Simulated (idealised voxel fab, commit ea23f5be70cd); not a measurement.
A process module follows: voxel wiring stack.
This is section cut - it's 250 nm across, gridded in 5 nm square cells.
We lay out every cross-section as a grid of square cells and spell it out in bands from the top down, where one band means one or more rows of cells. What a band's entry tells you: where the top is and where the bottom is, as heights in nm, and after that what lies inside, material by material from left to right, each with its width in nm. Empty space is written as the word "air", and a single material marked with the word "edge to edge" occupies the band from edge to edge. The level at which height equals 0 is the one under which the wafer, as it arrives, is entirely one material. No lower edge exists for the bottom band, which continues downward and is notated as in "0..down". Width spec "30..40" -> top row of cells at first value, bottom row at second value, equal per-row change in between. The cross-section has no changed cell in any step marked "nothing changed". The label "Closed-off voids" introduces a list of the empty spaces, 8 cells or larger, that have no open way up to the top; each entry in it reads width x height at distance, where the distance is taken from the left edge and all three are stated in nm. That trailing text on a step's line, after the settings, is the simulator's own remark on the step. overlay nm: mask offset rightward from planned place, masked step; negative means leftward offset.

The following list gives the planned process steps
1. RECEIVE | material Si
2. CONFORMAL_DEP | material SiO2 | thk nm 15
3. CONFORMAL_DEP | material SiN | thk nm 5
4. DIRECTIONAL_DEP | material lowk | thk nm 25
5. MASKED_ETCH | tone open | mask id METAL_1 | width nm 30 | pitch nm 50 | etch materials lowk | depth nm 25 | overlay nm 0
6. MASKED_ETCH | tone open | mask id METAL_1 | width nm 30 | pitch nm 50 | etch materials SiN | depth nm 5 | overlay nm 0
7. CONFORMAL_DEP | material TiN | thk nm 5
8. FILL_DEP | material Cu | thk nm 10
9. CMP | height nm 45
10. CONFORMAL_DEP | material SiCN | thk nm 5
11. DIRECTIONAL_DEP | material lowk | thk nm 15
12. DIRECTIONAL_DEP | material aC | thk nm 15
13. PATTERN | tone open | mask id PLUG_1 | material resist | width nm 15 | pitch nm 50 | thk nm 30 | overlay nm 0
14. DIRECTIONAL_ETCH | etch materials aC | depth nm 15
15. STRIP | etch materials resist
16. DIRECTIONAL_ETCH | etch materials lowk | depth nm 15
17. DIRECTIONAL_ETCH | etch materials SiCN | depth nm 5
18. STRIP | etch materials aC
19. CONFORMAL_DEP | material TiN | thk nm 5
20. FILL_DEP | material W | thk nm 10
21. CMP | height nm 65
22. CONFORMAL_DEP | material SiCN | thk nm 5
23. DIRECTIONAL_DEP | material SiO2 | thk nm 20
24. DIRECTIONAL_DEP | material aC | thk nm 15
25. PATTERN | tone open | mask id METAL_2 | material resist | width nm 30 | pitch nm 50 | thk nm 35 | overlay nm 0
26. DIRECTIONAL_ETCH | etch materials aC | depth nm 15
27. STRIP | etch materials resist
28. DIRECTIONAL_ETCH | etch materials SiO2 | depth nm 20
29. DIRECTIONAL_ETCH | etch materials SiCN | depth nm 5
30. STRIP | etch materials aC
31. CONFORMAL_DEP | material TiN | thk nm 5
32. FILL_DEP | material Cu | thk nm 5
33. CMP | height nm 90
34. CONFORMAL_DEP | material SiCN | thk nm 5
35. DIRECTIONAL_DEP | material lowk | thk nm 10
36. DIRECTIONAL_DEP | material aC | thk nm 10
37. PATTERN | tone open | mask id PLUG_2 | material resist | width nm 15 | pitch nm 50 | thk nm 25 | overlay nm 0
38. DIRECTIONAL_ETCH | etch materials aC | depth nm 10
39. STRIP | etch materials resist
40. DIRECTIONAL_ETCH | etch materials lowk | depth nm 10
41. DIRECTIONAL_ETCH | etch materials SiCN | depth nm 5
42. STRIP | etch materials aC
43. EPI | material Ru | thk nm 10
44. EPI | material Ru | thk nm 5
45. CONFORMAL_DEP | material SiN | thk nm 5
46. DIRECTIONAL_DEP | material SiO2 | thk nm 15
47. DIRECTIONAL_DEP | material aC | thk nm 15
48. PATTERN | tone open | mask id METAL_3 | material resist | width nm 30 | pitch nm 50 | thk nm 35 | overlay nm 0
49. DIRECTIONAL_ETCH | etch materials aC | depth nm 15
50. STRIP | etch materials resist
51. DIRECTIONAL_ETCH | etch materials SiO2 | depth nm 15
52. DIRECTIONAL_ETCH | etch materials SiN | depth nm 5
53. STRIP | etch materials aC
54. CONFORMAL_DEP | material TiN | thk nm 5
55. FILL_DEP | material Cu | thk nm 5
56. CMP | height nm 125
57. EPI | material Ru | thk nm 5
58. FILL_DEP | material SiCN | thk nm 5
Among the wafers covered here, the point of difference is the width nm at step 37; their starting state is shared, and the plan presents the value of the first wafer.

Cross-section: the first of several wafers in its as-received state, i.e. following step 1
* 0..down  Si edge to edge
* Closed-off voids: none

Depicted here is the first of several wafers in cross-section, at module completion following the last step, step 58
* 135..130  SiCN edge to edge
* 130..125  30 nm SiCN  40 nm Ru  10 nm SiCN  40 nm Ru  10 nm SiCN  40 nm Ru  10 nm SiCN  40 nm Ru  30 nm SiCN
* 125..110  35 nm SiO2  5 nm TiN  20 nm Cu  5 nm TiN  20 nm SiO2  5 nm TiN  20 nm Cu  5 nm TiN  20 nm SiO2  5 nm TiN  20 nm Cu  5 nm TiN  20 nm SiO2  5 nm TiN  20 nm Cu  5 nm TiN  35 nm SiO2
* 110..105  35 nm SiN  30 nm TiN  20 nm SiN  30 nm TiN  20 nm SiN  30 nm TiN  20 nm SiN  30 nm TiN  35 nm SiN
* 105..95  35 nm lowk  15 nm Ru  35 nm lowk  15 nm Ru  35 nm lowk  15 nm Ru  35 nm lowk  15 nm Ru  50 nm lowk
* 95..90  35 nm SiCN  15 nm Ru  35 nm SiCN  15 nm Ru  35 nm SiCN  15 nm Ru  35 nm SiCN  15 nm Ru  50 nm SiCN
* 90..70  35 nm SiO2  5 nm TiN  20 nm Cu  5 nm TiN  20 nm SiO2  5 nm TiN  20 nm Cu  5 nm TiN  20 nm SiO2  5 nm TiN  20 nm Cu  5 nm TiN  20 nm SiO2  5 nm TiN  20 nm Cu  5 nm TiN  35 nm SiO2
* 70..65  35 nm SiCN  30 nm TiN  20 nm SiCN  30 nm TiN  20 nm SiCN  30 nm TiN  20 nm SiCN  30 nm TiN  35 nm SiCN
* 65..50  35 nm lowk  5 nm TiN  5 nm W  5 nm TiN  35 nm lowk  5 nm TiN  5 nm W  5 nm TiN  35 nm lowk  5 nm TiN  5 nm W  5 nm TiN  35 nm lowk  5 nm TiN  5 nm W  5 nm TiN  50 nm lowk
* 50..45  35 nm SiCN  15 nm TiN  35 nm SiCN  15 nm TiN  35 nm SiCN  15 nm TiN  35 nm SiCN  15 nm TiN  50 nm SiCN
* 45..20  35 nm lowk  5 nm TiN  20 nm Cu  5 nm TiN  20 nm lowk  5 nm TiN  20 nm Cu  5 nm TiN  20 nm lowk  5 nm TiN  20 nm Cu  5 nm TiN  20 nm lowk  5 nm TiN  20 nm Cu  5 nm TiN  35 nm lowk
* 20..15  35 nm SiN  30 nm TiN  20 nm SiN  30 nm TiN  20 nm SiN  30 nm TiN  20 nm SiN  30 nm TiN  35 nm SiN
* 15..0  SiO2 edge to edge
* 0..down  Si edge to edge
* Closed-off voids: none

Here's the last wafer cross-sectioned at the end of the module
* 135..130  SiCN edge to edge
* 130..125  30 nm SiCN  40 nm Ru  10 nm SiCN  40 nm Ru  10 nm SiCN  40 nm Ru  10 nm SiCN  40 nm Ru  30 nm SiCN
* 125..110  35 nm SiO2  5 nm TiN  20 nm Cu  5 nm TiN  20 nm SiO2  5 nm TiN  20 nm Cu  5 nm TiN  20 nm SiO2  5 nm TiN  20 nm Cu  5 nm TiN  20 nm SiO2  5 nm TiN  20 nm Cu  5 nm TiN  35 nm SiO2
* 110..105  35 nm SiN  30 nm TiN  20 nm SiN  30 nm TiN  20 nm SiN  30 nm TiN  20 nm SiN  30 nm TiN  35 nm SiN
* 105..95  30 nm lowk  30 nm Ru  20 nm lowk  30 nm Ru  20 nm lowk  30 nm Ru  20 nm lowk  30 nm Ru  40 nm lowk
* 95..90  30 nm SiCN  30 nm Ru  20 nm SiCN  30 nm Ru  20 nm SiCN  30 nm Ru  20 nm SiCN  30 nm Ru  40 nm SiCN
* 90..70  35 nm SiO2  5 nm TiN  20 nm Cu  5 nm TiN  20 nm SiO2  5 nm TiN  20 nm Cu  5 nm TiN  20 nm SiO2  5 nm TiN  20 nm Cu  5 nm TiN  20 nm SiO2  5 nm TiN  20 nm Cu  5 nm TiN  35 nm SiO2
* 70..65  35 nm SiCN  30 nm TiN  20 nm SiCN  30 nm TiN  20 nm SiCN  30 nm TiN  20 nm SiCN  30 nm TiN  35 nm SiCN
* 65..50  35 nm lowk  5 nm TiN  5 nm W  5 nm TiN  35 nm lowk  5 nm TiN  5 nm W  5 nm TiN  35 nm lowk  5 nm TiN  5 nm W  5 nm TiN  35 nm lowk  5 nm TiN  5 nm W  5 nm TiN  50 nm lowk
* 50..45  35 nm SiCN  15 nm TiN  35 nm SiCN  15 nm TiN  35 nm SiCN  15 nm TiN  35 nm SiCN  15 nm TiN  50 nm SiCN
* 45..20  35 nm lowk  5 nm TiN  20 nm Cu  5 nm TiN  20 nm lowk  5 nm TiN  20 nm Cu  5 nm TiN  20 nm lowk  5 nm TiN  20 nm Cu  5 nm TiN  20 nm lowk  5 nm TiN  20 nm Cu  5 nm TiN  35 nm lowk
* 20..15  35 nm SiN  30 nm TiN  20 nm SiN  30 nm TiN  20 nm SiN  30 nm TiN  20 nm SiN  30 nm TiN  35 nm SiN
* 15..0  SiO2 edge to edge
* 0..down  Si edge to edge
* Closed-off voids: none

Below, a row for every wafer. Read it as the end-of-module picture: for each material the wafer shows its cells gained (+) or lost (-) since it was received, and then its closed voids
width nm 15 | +192 Cu | +68 Ru | +170 SiCN | +52 SiN | +332 SiO2 | +204 TiN | +12 W | +320 lowk | Closed-off voids: none
width nm 20 | +192 Cu | +80 Ru | +166 SiCN | +52 SiN | +332 SiO2 | +204 TiN | +12 W | +312 lowk | Closed-off voids: none
width nm 25 | +192 Cu | +92 Ru | +162 SiCN | +52 SiN | +332 SiO2 | +204 TiN | +12 W | +304 lowk | Closed-off voids: none
width nm 30 | +192 Cu | +104 Ru | +158 SiCN | +52 SiN | +332 SiO2 | +204 TiN | +12 W | +296 lowk | Closed-off voids: none
